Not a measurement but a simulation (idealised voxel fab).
The following process module bears the name voxel spacer lines.
The cross-section shown here is cut; it is 230 nm wide and divided into square cells measuring 5 nm on a side.
A cross-section is written here as square cells arranged in a grid, and it is given in bands from the top down, each band taking up one or more rows of cells.
Read a band's entry like this: the first values are the height of its top and the height of its bottom in nm, and what follows is the sequence of materials from left to right, each with its width in nm. Note that "blank" is empty space, and that a single material marked "full width" reaches across the band from edge to edge.
Counting heights begins at 0, where everything beneath is, in the wafer as received, one material. The lowest band has no bottom; it goes on downwards, as "0 down" shows.
When a width is written as two numbers, as in "30..40", the first number is the width in the top row of cells of the band and the second is the width in its bottom row, and the width changes by the same amount from each row to the next.
Where a step carries "nothing altered", the cross-section came out of it unchanged, cell for cell.
So "Closed void entries" is basically the list of trapped voids: any empty space of 8 cells or more that can't reach the top through an opening. They're written width x height at distance, the distance being from the left edge, and it's all nm.
Step line, after settings: the simulator's comment on this step.
"overlay nm" denotes, for a step that has a mask, the displacement of the mask to the right of its planned place, with negative values corresponding to the left.
**Intended process steps**
| 1 | RECEIVE [material Si] |
| 2 | CONFORMAL_DEP [material SiO2] [thk nm 5] |
| 3 | DIRECTIONAL_DEP [material polySi] [thk nm 10] |
| 4 | DIRECTIONAL_DEP [material aC] [thk nm 20] |
| 5 | PATTERN [tone cover] [mask id MANDREL] [material resist] [width nm 20] [pitch nm 70] [thk nm 25] [overlay nm 0] |
| 6 | DIRECTIONAL_ETCH [etch materials aC] [depth nm 20] |
| 7 | STRIP [etch materials resist] |
| 8 | CONFORMAL_DEP [material SiN] [thk nm 15] |
| 9 | DIRECTIONAL_ETCH [etch materials SiN] [depth nm 15] |
| 10 | STRIP [etch materials aC] |
| 11 | DIRECTIONAL_ETCH [etch materials polySi] [depth nm 10] |
| 12 | STRIP [etch materials SiN] |
| 13 | FILL_DEP [material lowk] [thk nm 10] |
| 14 | CMP [height nm 15] |
**Wafer at receipt (post step 1), cross-section**
- 0 down: Si full width
- Closed void entries: none
**First of two wafers at the end of the module, shown in cross-section; run carried out as planned**
- 15 to 5: lowk: 55; polySi: 15; lowk: 20; polySi: 15; lowk: 20; polySi: 15; lowk: 20; polySi: 15; lowk: 55
- 5 to 0: SiO2 full width
- 0 down: Si full width
- Closed void entries: none
**This is the second of the two wafers, cross-sectioned at the end of the module; it started exactly like the first and was given the same plan, but it was run with one mistake**
- 15 to 5: lowk: 65; polySi: 15; lowk: 20; polySi: 15; lowk: 20; polySi: 15; lowk: 20; polySi: 15; lowk: 45
- 5 to 0: SiO2 full width
- 0 down: Si full width
- Closed void entries: none
The mistake made against the process plan was this: step 5 changed vs plan, executed as PATTERN [tone cover] [mask id MANDREL] [material resist] [width nm 20] [pitch nm 70] [thk nm 25] [overlay nm 10]
At the close, every material occupies the same number of cells on the second wafer as on the first, only in different positions.
